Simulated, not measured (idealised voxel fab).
process module | voxel transistor to metal
Cross-sectional view cut (width: 185 nm; square cell size: 5 nm).
How to read a cross-section here: the picture is a grid of square cells, written as bands going from the top down, and any band can span one or more rows of cells. A band entry consists of two parts. The first gives the height of the band's top and the height of its bottom, in nm. The rest lists the band's materials from left to right, each with its width in nm. A single material labelled with the word "edge to edge" fills the band from edge to edge, and the word "blank" marks empty space. Zero point of the height axis is 0; under it, received wafer = one material. Lowest band: continues down indefinitely, "0 down". Width spec "30..40" -> top row of cells at first value, bottom row at second value, equal per-row change in between. "nothing got changed", as given for a step, is the statement that not any cell of the cross-section underwent a change during that step. The entry "Enclosed void listing" lists the empty spaces that cover at least 8 cells and have no open path to the top. Each is written as width x height at distance, where the distance is measured from the left edge and all three values are in nm. Heads up: the bit after the settings on a step's line is the simulator's remark on that step. If you see "overlay nm" on a step's line and that step has a mask, it's telling you how far right of where it was planned the mask ended up; a negative number means it went left instead.
# Below is the list of planned process steps
1. RECEIVE (material Si)
2. OXIDIZE (depth nm 5)
3. CONFORMAL_DEP (material SiN; thk nm 10)
4. PATTERN (tone cover; mask id ACTIVE; material resist; width nm 105; thk nm 15; overlay nm 0)
5. DIRECTIONAL_ETCH (etch materials SiN; depth nm 10)
6. DIRECTIONAL_ETCH (etch materials SiO2; depth nm 5)
7. DIRECTIONAL_ETCH (etch materials Si; depth nm 35)
8. STRIP (etch materials resist)
9. OXIDIZE (depth nm 5)
10. FILL_DEP (material SiO2; thk nm 5)
11. CMP (height nm 10)
12. SELECTIVE_ETCH (etch materials SiO2; depth nm 5)
13. STRIP (etch materials SiN)
14. SELECTIVE_ETCH (etch materials SiO2; depth nm 5)
15. OXIDIZE (depth nm 5)
16. DIRECTIONAL_DEP (material polySi; thk nm 25)
17. DIRECTIONAL_DEP (material SiCN; thk nm 10)
18. MASKED_ETCH (tone cover; mask id GATE; width nm 35; etch materials SiCN; depth nm 20; overlay nm 0)
19. MASKED_ETCH (tone cover; mask id GATE; width nm 35; etch materials polySi; depth nm 35; overlay nm 0)
20. CONFORMAL_DEP (material SiN; thk nm 10)
21. DIRECTIONAL_ETCH (etch materials SiN; depth nm 10)
22. DIRECTIONAL_ETCH (etch materials SiO2; depth nm 5)
23. DIRECTIONAL_ETCH (etch materials Si; depth nm 10)
24. EPI (material pSi; thk nm 15)
25. FILL_DEP (material SiO2; thk nm 5)
26. CMP (height nm 20)
27. STRIP (etch materials polySi)
28. SELECTIVE_ETCH (etch materials SiO2; depth nm 5)
29. CONFORMAL_DEP (material HfO2; thk nm 5)
30. CONFORMAL_DEP (material TiN; thk nm 5)
31. FILL_DEP (material W; thk nm 5)
32. CMP (height nm 15)
33. DIRECTIONAL_DEP (material SiO2; thk nm 10)
34. DIRECTIONAL_DEP (material aC; thk nm 15)
35. PATTERN (tone open; mask id CONTACT; material resist; width nm 15; pitch nm 90; thk nm 35; overlay nm 0)
36. DIRECTIONAL_ETCH (etch materials aC; depth nm 15)
37. STRIP (etch materials resist)
38. DIRECTIONAL_ETCH (etch materials SiO2; depth nm 30)
39. STRIP (etch materials aC)
40. CONFORMAL_DEP (material TiN; thk nm 5)
41. FILL_DEP (material W; thk nm 10)
42. CMP (height nm 25)
43. DIRECTIONAL_DEP (material TiN; thk nm 5)
44. DIRECTIONAL_DEP (material Ru; thk nm 20)
45. MASKED_ETCH (tone cover; mask id METAL_1; width nm 15; pitch nm 90; etch materials Ru; depth nm 20; overlay nm 0)
46. MASKED_ETCH (tone cover; mask id METAL_1; width nm 15; pitch nm 90; etch materials TiN; depth nm 5; overlay nm 0)
47. CONFORMAL_DEP (material SiN; thk nm 5)
48. FILL_DEP (material SiO2; thk nm 10)
49. CMP (height nm 50)
50. CONFORMAL_DEP (material SiCN; thk nm 5)
varied across the wafers: width nm of step 4. The plan shows the first wafer's value. All wafers start alike
# As received, i.e. after step 1: cross-section through the first of several wafers
> 0 down = Si edge to edge
> Enclosed void listing: none
# Heads up, this table goes wafer by wafer. A row tells you, at the end of the module, how many cells of each material that wafer has put on (+) or dropped (-) since it was received, and then its closed voids
width nm 105; +17 HfO2; +24 Ru; -216 Si; +37 SiCN; +67 SiN; +386 SiO2; +41 TiN; +15 W; +36 pSi; Enclosed void listing: none
width nm 110; +17 HfO2; +24 Ru; -211 Si; +37 SiCN; +67 SiN; +377 SiO2; +42 TiN; +15 W; +39 pSi; Enclosed void listing: none
width nm 115; +17 HfO2; +24 Ru; -206 Si; +37 SiCN; +67 SiN; +368 SiO2; +43 TiN; +15 W; +42 pSi; Enclosed void listing: none
width nm 120; +17 HfO2; +24 Ru; -201 Si; +37 SiCN; +67 SiN; +360 SiO2; +43 TiN; +15 W; +45 pSi; Enclosed void listing: none
width nm 125; +17 HfO2; +24 Ru; -196 Si; +37 SiCN; +67 SiN; +352 SiO2; +43 TiN; +15 W; +48 pSi; Enclosed void listing: none
width nm 130; +17 HfO2; +24 Ru; -191 Si; +37 SiCN; +67 SiN; +344 SiO2; +43 TiN; +15 W; +51 pSi; Enclosed void listing: none
